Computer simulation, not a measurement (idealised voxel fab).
process module | voxel transistor to metal
cross-section cut | 180 nm wide | cells 5 nm
A cross-section is a grid of square cells, given in bands from the top down. A band is one or more rows of cells.
Each band's line starts with the height of the band's top and of its bottom, in nm. Then come its materials from left to right, each with its width in nm. One material with "throughout" fills the band from edge to edge. "air" is empty space.
Height 0 is the level under which the wafer as received is all one material. The lowest band goes on downwards, as in "0 down".
A width such as "30 to 40" changes by the same amount from each row of cells to the next, from the band's top row to its bottom row.
"no change" after a step means that no cell of the cross-section changed.
closed voids: empty space of 8 cells or more with no open way to the top, each as width x height at its distance from the left edge, in nm
after a step's settings: what the simulator itself notes on the step
overlay nm, on a step with a mask: how far to the right of its planned place the mask lay; to the left if negative
plan
1 op RECEIVE | material Si
2 op CONFORMAL_DEP | material SiO2 | thk nm 5
3 op CONFORMAL_DEP | material SiN | thk nm 10
4 op MASKED_ETCH | tone cover | mask id ACTIVE | width nm 105 | etch materials SiN | depth nm 10 | overlay nm 0
5 op MASKED_ETCH | tone cover | mask id ACTIVE | width nm 105 | etch materials SiO2 | depth nm 5 | overlay nm 0
6 op MASKED_ETCH | tone cover | mask id ACTIVE | width nm 105 | etch materials Si | depth nm 35 | overlay nm 0
7 op FILL_DEP | material SiO2 | thk nm 15
8 op CMP | height nm 15
9 op SELECTIVE_ETCH | etch materials SiO2 | depth nm 5
10 op STRIP | etch materials SiN
11 op SELECTIVE_ETCH | etch materials SiO2 | depth nm 5
12 op OXIDIZE | depth nm 5
13 op DIRECTIONAL_DEP | material polySi | thk nm 20
14 op DIRECTIONAL_DEP | material SiCN | thk nm 10
15 op MASKED_ETCH | tone cover | mask id GATE | width nm 25 | etch materials SiCN | depth nm 20 | overlay nm 0
16 op MASKED_ETCH | tone cover | mask id GATE | width nm 25 | etch materials polySi | depth nm 30 | overlay nm 0
17 op CONFORMAL_DEP | material SiN | thk nm 10
18 op DIRECTIONAL_ETCH | etch materials SiN | depth nm 10
19 op DIRECTIONAL_ETCH | etch materials SiO2 | depth nm 5
20 op DIRECTIONAL_ETCH | etch materials Si | depth nm 10
21 op EPI | material nSi | thk nm 10
22 op FILL_DEP | material SiO2 | thk nm 5
23 op CMP | height nm 30
24 op DIRECTIONAL_DEP | material SiO2 | thk nm 15
25 op PATTERN | tone open | mask id CONTACT | material resist | width nm 30 | pitch nm 65 | thk nm 15 | overlay nm 0
26 op DIRECTIONAL_ETCH | etch materials SiO2 | depth nm 50
27 op STRIP | etch materials resist
28 op CONFORMAL_DEP | material TiN | thk nm 5
29 op FILL_DEP | material W | thk nm 5
30 op CMP | height nm 45
31 op CONFORMAL_DEP | material SiCN | thk nm 5
32 op DIRECTIONAL_DEP | material lowk | thk nm 25
33 op PATTERN | tone open | mask id METAL_1 | material resist | width nm 15 | pitch nm 80 | thk nm 20 | overlay nm 0
34 op DIRECTIONAL_ETCH | etch materials lowk | depth nm 25
35 op DIRECTIONAL_ETCH | etch materials SiCN | depth nm 5
36 op STRIP | etch materials resist
37 op CONFORMAL_DEP | material TiN | thk nm 5
38 op FILL_DEP | material W | thk nm 10
39 op CMP | height nm 75
40 op CONFORMAL_DEP | material SiCN | thk nm 5
41 op DIRECTIONAL_DEP | material SiO2 | thk nm 35
42 op MASKED_ETCH | tone open | mask id METAL_2 | width nm 15 | pitch nm 80 | etch materials SiO2 | depth nm 20 | overlay nm 0
43 op DIRECTIONAL_DEP | material aC | thk nm 10
44 op PATTERN | tone open | mask id METAL_2_HOLES | material resist | width nm 15 | pitch nm 80 | thk nm 25 | overlay nm 0
45 op DIRECTIONAL_ETCH | etch materials aC | depth nm 10
46 op STRIP | etch materials resist
47 op DIRECTIONAL_ETCH | etch materials SiO2 | depth nm 15
48 op DIRECTIONAL_ETCH | etch materials SiCN | depth nm 5
49 op STRIP | etch materials aC
50 op CONFORMAL_DEP | material TiN | thk nm 5
51 op FILL_DEP | material Cu | thk nm 10
52 op CMP | height nm 115
53 op CONFORMAL_DEP | material SiCN | thk nm 5
first wafer, as planned
as received, after step 1
  0 down: Si throughout
  closed voids: none
after step 2
  5 to 0: SiO2 throughout
  below 0: unchanged
after step 3
  15 to 5: SiN throughout
  below 5: unchanged
after step 4
  15 to 5: air 35 | SiN 105 | air 40
  below 5: unchanged
after step 5
  15 to 5: air 35 | SiN 105 | air 40
  5 to 0: air 35 | SiO2 105 | air 40
  below 0: unchanged
after step 6
  15 to 5: air 35 | SiN 105 | air 40
  5 to 0: air 35 | SiO2 105 | air 40
  0 to -35: air 35 | Si 105 | air 40
  below -35: unchanged
after step 7
  30 to 15: SiO2 throughout
  15 to 5: SiO2 35 | SiN 105 | SiO2 40
  5 to 0: SiO2 throughout
  0 to -35: SiO2 35 | Si 105 | SiO2 40
  below -35: unchanged
after step 8
  15 to 5: SiO2 35 | SiN 105 | SiO2 40
  below 5: unchanged
after step 9
  15 to 10: air 35 | SiN 105 | air 40
  below 10: unchanged
after step 10
  10 to 5: SiO2 35 | air 105 | SiO2 40
  below 5: unchanged
after step 11
  5 to 0: SiO2 30 | air 115 | SiO2 35
  below 0: unchanged
after step 12
  5 to 0: SiO2 30 | air 115 | SiO2 35
  0 to -5: SiO2 throughout
  below -5: unchanged
after step 13
  25 to 20: polySi 30 | air 115 | polySi 35
  20 to 5: polySi throughout
  5 to 0: SiO2 30 | polySi 115 | SiO2 35
  below 0: unchanged
after step 14
  35 to 30: SiCN 30 | air 115 | SiCN 35
  30 to 25: SiCN throughout
  25 to 20: polySi 30 | SiCN 115 | polySi 35
  below 20: unchanged
after step 15
  30 to 25: air 75 | SiCN 25 | air 80
  25 to 20: polySi 30 | air 45 | SiCN 25 | air 45 | polySi 35
  below 20: unchanged
after step 16
  30 to 20: air 75 | SiCN 25 | air 80
  20 to 5: air 75 | polySi 25 | air 80
  5 to 0: SiO2 30 | air 45 | polySi 25 | air 45 | SiO2 35
  below 0: unchanged
after step 17
  40 to 30: air 65 | SiN 45 | air 70
  30 to 20: air 65 | SiN 10 | SiCN 25 | SiN 10 | air 70
  20 to 15: air 65 | SiN 10 | polySi 25 | SiN 10 | air 70
  15 to 10: SiN 40 | air 25 | SiN 10 | polySi 25 | SiN 10 | air 25 | SiN 45
  10 to 5: SiN 75 | polySi 25 | SiN 80
  5 to 0: SiO2 30 | SiN 45 | polySi 25 | SiN 45 | SiO2 35
  below 0: unchanged
after step 18
  30 to 20: air 65 | SiN 10 | SiCN 25 | SiN 10 | air 70
  20 to 5: air 65 | SiN 10 | polySi 25 | SiN 10 | air 70
  5 to 0: SiO2 30 | SiN 10 | air 25 | SiN 10 | polySi 25 | SiN 10 | air 25 | SiN 10 | SiO2 35
  below 0: unchanged
after step 19
  30 to 20: air 65 | SiN 10 | SiCN 25 | SiN 10 | air 70
  20 to 5: air 65 | SiN 10 | polySi 25 | SiN 10 | air 70
  5 to 0: air 30 | SiN 10 | air 25 | SiN 10 | polySi 25 | SiN 10 | air 25 | SiN 10 | air 35
  0 to -5: SiO2 40 | air 25 | SiO2 45 | air 25 | SiO2 45
  below -5: unchanged
after step 20
  30 to 20: air 65 | SiN 10 | SiCN 25 | SiN 10 | air 70
  20 to 5: air 65 | SiN 10 | polySi 25 | SiN 10 | air 70
  5 to 0: air 30 | SiN 10 | air 25 | SiN 10 | polySi 25 | SiN 10 | air 25 | SiN 10 | air 35
  0 to -5: SiO2 40 | air 25 | SiO2 45 | air 25 | SiO2 45
  -5 to -15: SiO2 35 | Si 5 | air 25 | Si 45 | air 25 | Si 5 | SiO2 40
  below -15: unchanged
after step 21
  30 to 20: air 65 | SiN 10 | SiCN 25 | SiN 10 | air 70
  20 to 5: air 65 | SiN 10 | polySi 25 | SiN 10 | air 70
  5 to 0: air 30 | SiN 10 | nSi 10 | air 5 | nSi 10 | SiN 10 | polySi 25 | SiN 10 | nSi 10 | air 5 | nSi 10 | SiN 10 | air 35
  0 to -5: SiO2 40 | nSi 10 | air 5 | nSi 10 | SiO2 45 | nSi 10 | air 5 | nSi 10 | SiO2 45
  -5 to -15: SiO2 35 | Si 5 | nSi 25 | Si 45 | nSi 25 | Si 5 | SiO2 40
  below -15: unchanged
after step 22
  35 to 30: SiO2 throughout
  30 to 20: SiO2 65 | SiN 10 | SiCN 25 | SiN 10 | SiO2 70
  20 to 5: SiO2 65 | SiN 10 | polySi 25 | SiN 10 | SiO2 70
  5 to 0: SiO2 30 | SiN 10 | nSi 10 | SiO2 5 | nSi 10 | SiN 10 | polySi 25 | SiN 10 | nSi 10 | SiO2 5 | nSi 10 | SiN 10 | SiO2 35
  0 to -5: SiO2 40 | nSi 10 | SiO2 5 | nSi 10 | SiO2 45 | nSi 10 | SiO2 5 | nSi 10 | SiO2 45
  below -5: unchanged
after step 23
  30 to 20: SiO2 65 | SiN 10 | SiCN 25 | SiN 10 | SiO2 70
  below 20: unchanged
after step 24
  45 to 30: SiO2 throughout
  below 30: unchanged
after step 25
  60 to 45: resist 40 | air 30 | resist 35 | air 30 | resist 45
  below 45: unchanged
after step 26
  60 to 45: resist 40 | air 30 | resist 35 | air 30 | resist 45
  45 to 30: SiO2 40 | air 30 | SiO2 35 | air 30 | SiO2 45
  30 to 20: SiO2 40 | air 25 | SiN 10 | SiCN 25 | SiN 10 | air 25 | SiO2 45
  20 to 5: SiO2 40 | air 25 | SiN 10 | polySi 25 | SiN 10 | air 25 | SiO2 45
  5 to 0: SiO2 30 | SiN 10 | nSi 10 | air 5 | nSi 10 | SiN 10 | polySi 25 | SiN 10 | nSi 10 | air 5 | nSi 10 | SiN 10 | SiO2 35
  0 to -5: SiO2 40 | nSi 10 | air 5 | nSi 10 | SiO2 45 | nSi 10 | air 5 | nSi 10 | SiO2 45
  below -5: unchanged
after step 27
  45 to 30: SiO2 40 | air 30 | SiO2 35 | air 30 | SiO2 45
  below 30: unchanged
after step 28
  50 to 45: TiN 45 | air 20 | TiN 45 | air 20 | TiN 50
  45 to 35: SiO2 40 | TiN 5 | air 20 | TiN 5 | SiO2 35 | TiN 5 | air 20 | TiN 5 | SiO2 45
  35 to 30: SiO2 40 | TiN 5 | air 15 | TiN 10 | SiO2 35 | TiN 10 | air 15 | TiN 5 | SiO2 45
  30 to 20: SiO2 40 | TiN 5 | air 15 | TiN 5 | SiN 10 | SiCN 25 | SiN 10 | TiN 5 | air 15 | TiN 5 | SiO2 45
  20 to 10: SiO2 40 | TiN 5 | air 15 | TiN 5 | SiN 10 | polySi 25 | SiN 10 | TiN 5 | air 15 | TiN 5 | SiO2 45
  10 to 5: SiO2 40 | TiN 25 | SiN 10 | polySi 25 | SiN 10 | TiN 25 | SiO2 45
  5 to 0: SiO2 30 | SiN 10 | nSi 10 | TiN 5 | nSi 10 | SiN 10 | polySi 25 | SiN 10 | nSi 10 | TiN 5 | nSi 10 | SiN 10 | SiO2 35
  0 to -5: SiO2 40 | nSi 10 | TiN 5 | nSi 10 | SiO2 45 | nSi 10 | TiN 5 | nSi 10 | SiO2 45
  below -5: unchanged
after step 29
  55 to 50: W throughout
  50 to 45: TiN 45 | W 20 | TiN 45 | W 20 | TiN 50
  45 to 35: SiO2 40 | TiN 5 | W 20 | TiN 5 | SiO2 35 | TiN 5 | W 20 | TiN 5 | SiO2 45
  35 to 30: SiO2 40 | TiN 5 | W 15 | TiN 10 | SiO2 35 | TiN 10 | W 15 | TiN 5 | SiO2 45
  30 to 20: SiO2 40 | TiN 5 | W 15 | TiN 5 | SiN 10 | SiCN 25 | SiN 10 | TiN 5 | W 15 | TiN 5 | SiO2 45
  20 to 10: SiO2 40 | TiN 5 | W 15 | TiN 5 | SiN 10 | polySi 25 | SiN 10 | TiN 5 | W 15 | TiN 5 | SiO2 45
  below 10: unchanged
after step 30
  45 to 35: SiO2 40 | TiN 5 | W 20 | TiN 5 | SiO2 35 | TiN 5 | W 20 | TiN 5 | SiO2 45
  below 35: unchanged
after step 31
  50 to 45: SiCN throughout
  below 45: unchanged
after step 32
  75 to 50: lowk throughout
  below 50: unchanged
after step 33
  95 to 75: resist 40 | air 15 | resist 65 | air 15 | resist 45
  below 75: unchanged
after step 34
  95 to 75: resist 40 | air 15 | resist 65 | air 15 | resist 45
  75 to 50: lowk 40 | air 15 | lowk 65 | air 15 | lowk 45
  below 50: unchanged
after step 35
  95 to 75: resist 40 | air 15 | resist 65 | air 15 | resist 45
  75 to 50: lowk 40 | air 15 | lowk 65 | air 15 | lowk 45
  50 to 45: SiCN 40 | air 15 | SiCN 65 | air 15 | SiCN 45
  below 45: unchanged
after step 36
  75 to 50: lowk 40 | air 15 | lowk 65 | air 15 | lowk 45
  below 50: unchanged
after step 37
  80 to 75: TiN 45 | air 5 | TiN 75 | air 5 | TiN 50
  75 to 50: lowk 40 | TiN 5 | air 5 | TiN 5 | lowk 65 | TiN 5 | air 5 | TiN 5 | lowk 45
  50 to 45: SiCN 40 | TiN 15 | SiCN 65 | TiN 15 | SiCN 45
  below 45: unchanged
after step 38
  90 to 80: W throughout
  80 to 75: TiN 45 | W 5 | TiN 75 | W 5 | TiN 50
  75 to 50: lowk 40 | TiN 5 | W 5 | TiN 5 | lowk 65 | TiN 5 | W 5 | TiN 5 | lowk 45
  below 50: unchanged
after step 39
  75 to 50: lowk 40 | TiN 5 | W 5 | TiN 5 | lowk 65 | TiN 5 | W 5 | TiN 5 | lowk 45
  below 50: unchanged
after step 40
  80 to 75: SiCN throughout
  below 75: unchanged
after step 41
  115 to 80: SiO2 throughout
  below 80: unchanged
after step 42
  115 to 95: SiO2 40 | air 15 | SiO2 65 | air 15 | SiO2 45
  below 95: unchanged
after step 43
  125 to 115: aC 40 | air 15 | aC 65 | air 15 | aC 45
  115 to 105: SiO2 40 | air 15 | SiO2 65 | air 15 | SiO2 45
  105 to 95: SiO2 40 | aC 15 | SiO2 65 | aC 15 | SiO2 45
  below 95: unchanged
after step 44
  150 to 125: resist 40 | air 15 | resist 65 | air 15 | resist 45
  below 125: unchanged
after step 45
  140 to 125: resist 40 | air 15 | resist 65 | air 15 | resist 45
  125 to 115: aC 40 | air 15 | aC 65 | air 15 | aC 45
  115 to 95: SiO2 40 | air 15 | SiO2 65 | air 15 | SiO2 45
  below 95: unchanged
after step 46
  125 to 115: aC 40 | air 15 | aC 65 | air 15 | aC 45
  below 115: unchanged
after step 47
  125 to 115: aC 40 | air 15 | aC 65 | air 15 | aC 45
  115 to 80: SiO2 40 | air 15 | SiO2 65 | air 15 | SiO2 45
  below 80: unchanged
after step 48
  125 to 115: aC 40 | air 15 | aC 65 | air 15 | aC 45
  115 to 80: SiO2 40 | air 15 | SiO2 65 | air 15 | SiO2 45
  80 to 75: SiCN 40 | air 15 | SiCN 65 | air 15 | SiCN 45
  below 75: unchanged
after step 49
  115 to 80: SiO2 40 | air 15 | SiO2 65 | air 15 | SiO2 45
  below 80: unchanged
after step 50
  120 to 115: TiN 45 | air 5 | TiN 75 | air 5 | TiN 50
  115 to 80: SiO2 40 | TiN 5 | air 5 | TiN 5 | SiO2 65 | TiN 5 | air 5 | TiN 5 | SiO2 45
  80 to 75: SiCN 40 | TiN 15 | SiCN 65 | TiN 15 | SiCN 45
  below 75: unchanged
after step 51
  130 to 120: Cu throughout
  120 to 115: TiN 45 | Cu 5 | TiN 75 | Cu 5 | TiN 50
  115 to 80: SiO2 40 | TiN 5 | Cu 5 | TiN 5 | SiO2 65 | TiN 5 | Cu 5 | TiN 5 | SiO2 45
  below 80: unchanged
after step 52
  115 to 80: SiO2 40 | TiN 5 | Cu 5 | TiN 5 | SiO2 65 | TiN 5 | Cu 5 | TiN 5 | SiO2 45
  below 80: unchanged
after step 53
  120 to 115: SiCN throughout
  below 115: unchanged
second wafer: like start, like plan, one mistake. Through step 3 it matches the first wafer
when step 4 should have ended
  15 to 5: air 40 | SiN 95 | air 45
  below 5: unchanged
when step 5 should have ended
  15 to 5: air 40 | SiN 95 | air 45
  5 to 0: air 35 | SiO2 105 | air 40
  below 0: unchanged
when step 6 should have ended
  15 to 5: air 40 | SiN 95 | air 45
  5 to 0: air 35 | SiO2 105 | air 40
  0 to -35: air 35 | Si 105 | air 40
  below -35: unchanged
when step 7 should have ended
  30 to 15: SiO2 throughout
  15 to 5: SiO2 40 | SiN 95 | SiO2 45
  5 to 0: SiO2 throughout
  0 to -35: SiO2 35 | Si 105 | SiO2 40
  below -35: unchanged
when step 8 should have ended
  15 to 5: SiO2 40 | SiN 95 | SiO2 45
  below 5: unchanged
when step 9 should have ended
  15 to 10: air 40 | SiN 95 | air 45
  below 10: unchanged
when step 10 should have ended
  10 to 5: SiO2 40 | air 95 | SiO2 45
  below 5: unchanged
when step 11 should have ended
  5 to 0: SiO2 35 | air 105 | SiO2 40
  below 0: unchanged
when step 12 should have ended
  5 to 0: SiO2 35 | air 105 | SiO2 40
  0 to -5: SiO2 throughout
  below -5: unchanged
when step 13 should have ended
  25 to 20: polySi 35 | air 105 | polySi 40
  20 to 5: polySi throughout
  5 to 0: SiO2 35 | polySi 105 | SiO2 40
  below 0: unchanged
when step 14 should have ended
  35 to 30: SiCN 35 | air 105 | SiCN 40
  30 to 25: SiCN throughout
  25 to 20: polySi 35 | SiCN 105 | polySi 40
  below 20: unchanged
when step 15 should have ended
  30 to 25: air 75 | SiCN 25 | air 80
  25 to 20: polySi 35 | air 40 | SiCN 25 | air 40 | polySi 40
  below 20: unchanged
when step 16 should have ended
  30 to 20: air 75 | SiCN 25 | air 80
  20 to 5: air 75 | polySi 25 | air 80
  5 to 0: SiO2 35 | air 40 | polySi 25 | air 40 | SiO2 40
  below 0: unchanged
when step 17 should have ended
  40 to 30: air 65 | SiN 45 | air 70
  30 to 20: air 65 | SiN 10 | SiCN 25 | SiN 10 | air 70
  20 to 15: air 65 | SiN 10 | polySi 25 | SiN 10 | air 70
  15 to 10: SiN 45 | air 20 | SiN 10 | polySi 25 | SiN 10 | air 20 | SiN 50
  10 to 5: SiN 75 | polySi 25 | SiN 80
  5 to 0: SiO2 35 | SiN 40 | polySi 25 | SiN 40 | SiO2 40
  below 0: unchanged
when step 18 should have ended
  30 to 20: air 65 | SiN 10 | SiCN 25 | SiN 10 | air 70
  20 to 5: air 65 | SiN 10 | polySi 25 | SiN 10 | air 70
  5 to 0: SiO2 35 | SiN 10 | air 20 | SiN 10 | polySi 25 | SiN 10 | air 20 | SiN 10 | SiO2 40
  below 0: unchanged
when step 19 should have ended
  30 to 20: air 65 | SiN 10 | SiCN 25 | SiN 10 | air 70
  20 to 5: air 65 | SiN 10 | polySi 25 | SiN 10 | air 70
  5 to 0: air 35 | SiN 10 | air 20 | SiN 10 | polySi 25 | SiN 10 | air 20 | SiN 10 | air 40
  0 to -5: SiO2 45 | air 20 | SiO2 45 | air 20 | SiO2 50
  below -5: unchanged
when step 20 should have ended
  30 to 20: air 65 | SiN 10 | SiCN 25 | SiN 10 | air 70
  20 to 5: air 65 | SiN 10 | polySi 25 | SiN 10 | air 70
  5 to 0: air 35 | SiN 10 | air 20 | SiN 10 | polySi 25 | SiN 10 | air 20 | SiN 10 | air 40
  0 to -5: SiO2 45 | air 20 | SiO2 45 | air 20 | SiO2 50
  -5 to -15: SiO2 35 | Si 10 | air 20 | Si 45 | air 20 | Si 10 | SiO2 40
  below -15: unchanged
when step 21 should have ended
  30 to 20: air 65 | SiN 10 | SiCN 25 | SiN 10 | air 70
  20 to 5: air 65 | SiN 10 | polySi 25 | SiN 10 | air 70
  5 to 0: air 35 | SiN 10 | nSi 20 | SiN 10 | polySi 25 | SiN 10 | nSi 20 | SiN 10 | air 40
  0 to -5: SiO2 45 | nSi 20 | SiO2 45 | nSi 20 | SiO2 50
  -5 to -15: SiO2 35 | Si 10 | nSi 20 | Si 45 | nSi 20 | Si 10 | SiO2 40
  below -15: unchanged
when step 22 should have ended
  35 to 30: SiO2 throughout
  30 to 20: SiO2 65 | SiN 10 | SiCN 25 | SiN 10 | SiO2 70
  20 to 5: SiO2 65 | SiN 10 | polySi 25 | SiN 10 | SiO2 70
  5 to 0: SiO2 35 | SiN 10 | nSi 20 | SiN 10 | polySi 25 | SiN 10 | nSi 20 | SiN 10 | SiO2 40
  below 0: unchanged
when step 23 should have ended
  30 to 20: SiO2 65 | SiN 10 | SiCN 25 | SiN 10 | SiO2 70
  below 20: unchanged
when step 24 should have ended
  45 to 30: SiO2 throughout
  below 30: unchanged
when step 25 should have ended
  60 to 45: resist 40 | air 30 | resist 35 | air 30 | resist 45
  below 45: unchanged
when step 26 should have ended
  60 to 45: resist 40 | air 30 | resist 35 | air 30 | resist 45
  45 to 30: SiO2 40 | air 30 | SiO2 35 | air 30 | SiO2 45
  30 to 20: SiO2 40 | air 25 | SiN 10 | SiCN 25 | SiN 10 | air 25 | SiO2 45
  20 to 5: SiO2 40 | air 25 | SiN 10 | polySi 25 | SiN 10 | air 25 | SiO2 45
  below 5: unchanged
when step 27 should have ended
  45 to 30: SiO2 40 | air 30 | SiO2 35 | air 30 | SiO2 45
  below 30: unchanged
when step 28 should have ended
  50 to 45: TiN 45 | air 20 | TiN 45 | air 20 | TiN 50
  45 to 35: SiO2 40 | TiN 5 | air 20 | TiN 5 | SiO2 35 | TiN 5 | air 20 | TiN 5 | SiO2 45
  35 to 30: SiO2 40 | TiN 5 | air 15 | TiN 10 | SiO2 35 | TiN 10 | air 15 | TiN 5 | SiO2 45
  30 to 20: SiO2 40 | TiN 5 | air 15 | TiN 5 | SiN 10 | SiCN 25 | SiN 10 | TiN 5 | air 15 | TiN 5 | SiO2 45
  20 to 10: SiO2 40 | TiN 5 | air 15 | TiN 5 | SiN 10 | polySi 25 | SiN 10 | TiN 5 | air 15 | TiN 5 | SiO2 45
  10 to 5: SiO2 40 | TiN 25 | SiN 10 | polySi 25 | SiN 10 | TiN 25 | SiO2 45
  below 5: unchanged
when step 29 should have ended
  55 to 50: W throughout
  50 to 45: TiN 45 | W 20 | TiN 45 | W 20 | TiN 50
  45 to 35: SiO2 40 | TiN 5 | W 20 | TiN 5 | SiO2 35 | TiN 5 | W 20 | TiN 5 | SiO2 45
  35 to 30: SiO2 40 | TiN 5 | W 15 | TiN 10 | SiO2 35 | TiN 10 | W 15 | TiN 5 | SiO2 45
  30 to 20: SiO2 40 | TiN 5 | W 15 | TiN 5 | SiN 10 | SiCN 25 | SiN 10 | TiN 5 | W 15 | TiN 5 | SiO2 45
  20 to 10: SiO2 40 | TiN 5 | W 15 | TiN 5 | SiN 10 | polySi 25 | SiN 10 | TiN 5 | W 15 | TiN 5 | SiO2 45
  below 10: unchanged
when step 30 should have ended
  45 to 35: SiO2 40 | TiN 5 | W 20 | TiN 5 | SiO2 35 | TiN 5 | W 20 | TiN 5 | SiO2 45
  below 35: unchanged
when step 31 should have ended
  50 to 45: SiCN throughout
  below 45: unchanged
when step 32 should have ended
  75 to 50: lowk throughout
  below 50: unchanged
when step 33 should have ended
  95 to 75: resist 40 | air 15 | resist 65 | air 15 | resist 45
  below 75: unchanged
when step 34 should have ended
  95 to 75: resist 40 | air 15 | resist 65 | air 15 | resist 45
  75 to 50: lowk 40 | air 15 | lowk 65 | air 15 | lowk 45
  below 50: unchanged
when step 35 should have ended
  95 to 75: resist 40 | air 15 | resist 65 | air 15 | resist 45
  75 to 50: lowk 40 | air 15 | lowk 65 | air 15 | lowk 45
  50 to 45: SiCN 40 | air 15 | SiCN 65 | air 15 | SiCN 45
  below 45: unchanged
when step 36 should have ended
  75 to 50: lowk 40 | air 15 | lowk 65 | air 15 | lowk 45
  below 50: unchanged
when step 37 should have ended
  80 to 75: TiN 45 | air 5 | TiN 75 | air 5 | TiN 50
  75 to 50: lowk 40 | TiN 5 | air 5 | TiN 5 | lowk 65 | TiN 5 | air 5 | TiN 5 | lowk 45
  50 to 45: SiCN 40 | TiN 15 | SiCN 65 | TiN 15 | SiCN 45
  below 45: unchanged
when step 38 should have ended
  90 to 80: W throughout
  80 to 75: TiN 45 | W 5 | TiN 75 | W 5 | TiN 50
  75 to 50: lowk 40 | TiN 5 | W 5 | TiN 5 | lowk 65 | TiN 5 | W 5 | TiN 5 | lowk 45
  below 50: unchanged
when step 39 should have ended
  75 to 50: lowk 40 | TiN 5 | W 5 | TiN 5 | lowk 65 | TiN 5 | W 5 | TiN 5 | lowk 45
  below 50: unchanged
when step 40 should have ended
  80 to 75: SiCN throughout
  below 75: unchanged
when step 41 should have ended
  115 to 80: SiO2 throughout
  below 80: unchanged
when step 42 should have ended
  115 to 95: SiO2 40 | air 15 | SiO2 65 | air 15 | SiO2 45
  below 95: unchanged
when step 43 should have ended
  125 to 115: aC 40 | air 15 | aC 65 | air 15 | aC 45
  115 to 105: SiO2 40 | air 15 | SiO2 65 | air 15 | SiO2 45
  105 to 95: SiO2 40 | aC 15 | SiO2 65 | aC 15 | SiO2 45
  below 95: unchanged
when step 44 should have ended
  150 to 125: resist 40 | air 15 | resist 65 | air 15 | resist 45
  below 125: unchanged
when step 45 should have ended
  140 to 125: resist 40 | air 15 | resist 65 | air 15 | resist 45
  125 to 115: aC 40 | air 15 | aC 65 | air 15 | aC 45
  115 to 95: SiO2 40 | air 15 | SiO2 65 | air 15 | SiO2 45
  below 95: unchanged
when step 46 should have ended
  125 to 115: aC 40 | air 15 | aC 65 | air 15 | aC 45
  below 115: unchanged
when step 47 should have ended
  125 to 115: aC 40 | air 15 | aC 65 | air 15 | aC 45
  115 to 80: SiO2 40 | air 15 | SiO2 65 | air 15 | SiO2 45
  below 80: unchanged
when step 48 should have ended
  125 to 115: aC 40 | air 15 | aC 65 | air 15 | aC 45
  115 to 80: SiO2 40 | air 15 | SiO2 65 | air 15 | SiO2 45
  80 to 75: SiCN 40 | air 15 | SiCN 65 | air 15 | SiCN 45
  below 75: unchanged
when step 49 should have ended
  115 to 80: SiO2 40 | air 15 | SiO2 65 | air 15 | SiO2 45
  below 80: unchanged
when step 50 should have ended
  120 to 115: TiN 45 | air 5 | TiN 75 | air 5 | TiN 50
  115 to 80: SiO2 40 | TiN 5 | air 5 | TiN 5 | SiO2 65 | TiN 5 | air 5 | TiN 5 | SiO2 45
  80 to 75: SiCN 40 | TiN 15 | SiCN 65 | TiN 15 | SiCN 45
  below 75: unchanged
when step 51 should have ended
  130 to 120: Cu throughout
  120 to 115: TiN 45 | Cu 5 | TiN 75 | Cu 5 | TiN 50
  115 to 80: SiO2 40 | TiN 5 | Cu 5 | TiN 5 | SiO2 65 | TiN 5 | Cu 5 | TiN 5 | SiO2 45
  below 80: unchanged
when step 52 should have ended
  115 to 80: SiO2 40 | TiN 5 | Cu 5 | TiN 5 | SiO2 65 | TiN 5 | Cu 5 | TiN 5 | SiO2 45
  below 80: unchanged
when step 53 should have ended
  120 to 115: SiCN throughout
  below 115: unchanged
what went wrong: step 4 ran as: op MASKED_ETCH | tone cover | mask id ACTIVE | width nm 95 | etch materials SiN | depth nm 10 | overlay nm 0
at the end the second wafer has, in cells: 4 more of Si | 4 more of SiO2 | 4 fewer of TiN | 4 fewer of nSi
